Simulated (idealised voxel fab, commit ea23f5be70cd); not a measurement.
A process module follows: voxel self aligned vias.
The figure presents cross-section cut, which has a width of 265 nm and is divided into square cells with an edge length of 5 nm.
Throughout this document, each cross-section is represented as a grid of square cells and is presented as a sequence of bands enumerated from the top downward, where a band comprises one or more rows of cells. Read a band's entry like this: the first values are the height of its top and the height of its bottom in nm, and what follows is the sequence of materials from left to right, each with its width in nm. Note that "blank" is empty space, and that a single material marked "all across" reaches across the band from edge to edge. Height is counted from the level 0, under which the received wafer is composed throughout of one material. The lowest of the bands is not closed at the bottom but continues downward, in the notation "from 0 down". Quick explanation for "30 to 40": the width changes in equal steps down the rows of cells, from the first number in the band's top row to the second number in its bottom row. "remains unaltered" -> step changed no cross-section cell. Enclosed voids (no open way to top), threshold 8 cells or more, entry "Closed voids list", notation width x height at distance, distance from left edge, nm. The remark found on a step's line after its settings is issued by the simulator itself and pertains to that step. overlay nm: step with mask; distance mask lay right of planned place; negative value = left of planned place.
[This section lists the process steps that were planned]
step 1: op RECEIVE | material Si
step 2: op CONFORMAL_DEP | material SiO2 | thk nm 15
step 3: op CONFORMAL_DEP | material SiCN | thk nm 5
step 4: op DIRECTIONAL_DEP | material SiO2 | thk nm 30
step 5: op MASKED_ETCH | tone open | mask id LINES | width nm 25 | pitch nm 60 | etch materials SiO2 | depth nm 30 | overlay nm -15
step 6: op CONFORMAL_DEP | material TiN | thk nm 5
step 7: op FILL_DEP | material W | thk nm 5
step 8: op CMP | height nm 50
step 9: op SELECTIVE_ETCH | etch materials W Ru TiN | depth nm 10
step 10: op FILL_DEP | material SiN | thk nm 10
step 11: op CMP | height nm 50
step 12: op DIRECTIONAL_DEP | material SiO2 | thk nm 15
step 13: op MASKED_ETCH | tone open | mask id VIAS | width nm 45 | pitch nm 60 | etch materials SiO2 | depth nm 15 | overlay nm 0
step 14: op MASKED_ETCH | tone open | mask id VIAS | width nm 45 | pitch nm 60 | etch materials SiN | depth nm 10 | overlay nm 0
step 15: op CONFORMAL_DEP | material TiN | thk nm 5
step 16: op FILL_DEP | material Ru | thk nm 5
step 17: op CMP | height nm 65
step 18: op CONFORMAL_DEP | material SiCN | thk nm 5
The overlay nm used in step 5 is not the same on every wafer, whereas the starting condition is; the value printed in the plan is the first wafer's.
[The first of several wafers in cross-section, exactly as it reached us after step 1]
    from 0 down  Si all across
    Closed voids list: none
[First of several wafers in cross-section at module end, following the final step, step 18]
    from 70 to 65  SiCN all across
    from 65 to 55  SiO2: 50 / TiN: 5 / Ru: 35 / TiN: 5 / SiO2: 15 / TiN: 5 / Ru: 35 / TiN: 5 / SiO2: 15 / TiN: 5 / Ru: 35 / TiN: 5 / SiO2: 50
    from 55 to 50  SiO2: 50 / TiN: 5 / Ru: 10 / TiN: 30 / SiO2: 15 / TiN: 5 / Ru: 10 / TiN: 30 / SiO2: 15 / TiN: 5 / Ru: 10 / TiN: 30 / SiO2: 50
    from 50 to 45  SiO2: 45 / SiN: 5 / TiN: 5 / Ru: 10 / TiN: 5 / SiO2: 35 / SiN: 5 / TiN: 5 / Ru: 10 / TiN: 5 / SiO2: 35 / SiN: 5 / TiN: 5 / Ru: 10 / TiN: 5 / SiO2: 75
    from 45 to 40  SiO2: 45 / SiN: 5 / TiN: 20 / SiO2: 35 / SiN: 5 / TiN: 20 / SiO2: 35 / SiN: 5 / TiN: 20 / SiO2: 75
    from 40 to 25  SiO2: 45 / TiN: 5 / W: 15 / TiN: 5 / SiO2: 35 / TiN: 5 / W: 15 / TiN: 5 / SiO2: 35 / TiN: 5 / W: 15 / TiN: 5 / SiO2: 75
    from 25 to 20  SiO2: 45 / TiN: 25 / SiO2: 35 / TiN: 25 / SiO2: 35 / TiN: 25 / SiO2: 75
    from 20 to 15  SiCN all across
    from 15 to 0  SiO2 all across
    from 0 down  Si all across
    Closed voids list: none
[Last wafer of the set, cross-sectioned at end of module]
    from 70 to 65  SiCN all across
    from 65 to 55  SiO2: 50 / TiN: 5 / Ru: 35 / TiN: 5 / SiO2: 15 / TiN: 5 / Ru: 35 / TiN: 5 / SiO2: 15 / TiN: 5 / Ru: 35 / TiN: 5 / SiO2: 50
    from 55 to 50  SiO2: 50 / TiN: 30 / Ru: 10 / TiN: 5 / SiO2: 15 / TiN: 30 / Ru: 10 / TiN: 5 / SiO2: 15 / TiN: 30 / Ru: 10 / TiN: 5 / SiO2: 50
    from 50 to 45  SiO2: 75 / TiN: 5 / Ru: 10 / TiN: 5 / SiN: 5 / SiO2: 35 / TiN: 5 / Ru: 10 / TiN: 5 / SiN: 5 / SiO2: 35 / TiN: 5 / Ru: 10 / TiN: 5 / SiN: 5 / SiO2: 45
    from 45 to 40  SiO2: 75 / TiN: 20 / SiN: 5 / SiO2: 35 / TiN: 20 / SiN: 5 / SiO2: 35 / TiN: 20 / SiN: 5 / SiO2: 45
    from 40 to 25  SiO2: 75 / TiN: 5 / W: 15 / TiN: 5 / SiO2: 35 / TiN: 5 / W: 15 / TiN: 5 / SiO2: 35 / TiN: 5 / W: 15 / TiN: 5 / SiO2: 45
    from 25 to 20  SiO2: 75 / TiN: 25 / SiO2: 35 / TiN: 25 / SiO2: 35 / TiN: 25 / SiO2: 45
    from 20 to 15  SiCN all across
    from 15 to 0  SiO2 all across
    from 0 down  Si all across
    Closed voids list: none
[Basically each wafer gets a line in the table, showing it at the end of the module: material by material, the cells it gained (+) or lost (-) since we got it, then its closed voids]
overlay nm -15; +54 Ru; +106 SiCN; +6 SiN; +465 SiO2; +84 TiN; +27 W; Closed voids list: none
overlay nm -10; +60 Ru; +106 SiCN; +465 SiO2; +84 TiN; +27 W; Closed voids list: none
overlay nm -5; +60 Ru; +106 SiCN; +465 SiO2; +84 TiN; +27 W; Closed voids list: none
overlay nm 0; +60 Ru; +106 SiCN; +465 SiO2; +84 TiN; +27 W; Closed voids list: none
overlay nm 5; +60 Ru; +106 SiCN; +465 SiO2; +84 TiN; +27 W; Closed voids list: none
overlay nm 10; +60 Ru; +106 SiCN; +465 SiO2; +84 TiN; +27 W; Closed voids list: none
overlay nm 15; +54 Ru; +106 SiCN; +6 SiN; +465 SiO2; +84 TiN; +27 W; Closed voids list: none
